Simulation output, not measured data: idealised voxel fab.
process module | voxel lift off
cross-section cut | 170 nm wide | cells 5 nm
A cross-section is a grid of square cells, given in bands from the top down. A band is one or more rows of cells.
Each band's line starts with the height of the band's top and of its bottom, in nm. Then come its materials from left to right, each with its width in nm. One material with "throughout" fills the band from edge to edge. "air" is empty space.
Height 0 is the level under which the wafer as received is all one material. The lowest band goes on downwards, as in "0 down".
A width such as "30 to 40" changes by the same amount from each row of cells to the next, from the band's top row to its bottom row.
"no change" after a step means that no cell of the cross-section changed.
closed voids: empty space of 8 cells or more with no open way to the top, each as width x height at its distance from the left edge, in nm
after a step's settings: what the simulator itself notes on the step
overlay nm, on a step with a mask: how far to the right of its planned place the mask lay; to the left if negative
plan
1 op RECEIVE | material Si
2 op CONFORMAL_DEP | material Al2O3 | thk nm 15
3 op PATTERN | tone open | mask id LINES | material resist | width nm 25 | pitch nm 50 | thk nm 30 | overlay nm -15
4 op DIRECTIONAL_DEP | material Ru | thk nm 15
5 op STRIP | etch materials resist
6 op CONFORMAL_DEP | material SiN | thk nm 5
varied across the wafers: overlay nm of step 3. The plan shows the first wafer's value. All wafers start alike
first wafer as received, after step 1
  0 down: Si throughout
  closed voids: none
each wafer at the end: cells of each material gained (+) or lost (-) since it was received, then its closed voids
overlay nm -15 | +102 Al2O3 | +30 Ru | +46 SiN | closed voids: none
overlay nm -10 | +102 Al2O3 | +30 Ru | +46 SiN | closed voids: none
overlay nm -5 | +102 Al2O3 | +30 Ru | +46 SiN | closed voids: none
overlay nm 0 | +102 Al2O3 | +30 Ru | +46 SiN | closed voids: none
overlay nm 5 | +102 Al2O3 | +30 Ru | +46 SiN | closed voids: none
overlay nm 10 | +102 Al2O3 | +30 Ru | +46 SiN | closed voids: none
overlay nm 15 | +102 Al2O3 | +30 Ru | +46 SiN | closed voids: none
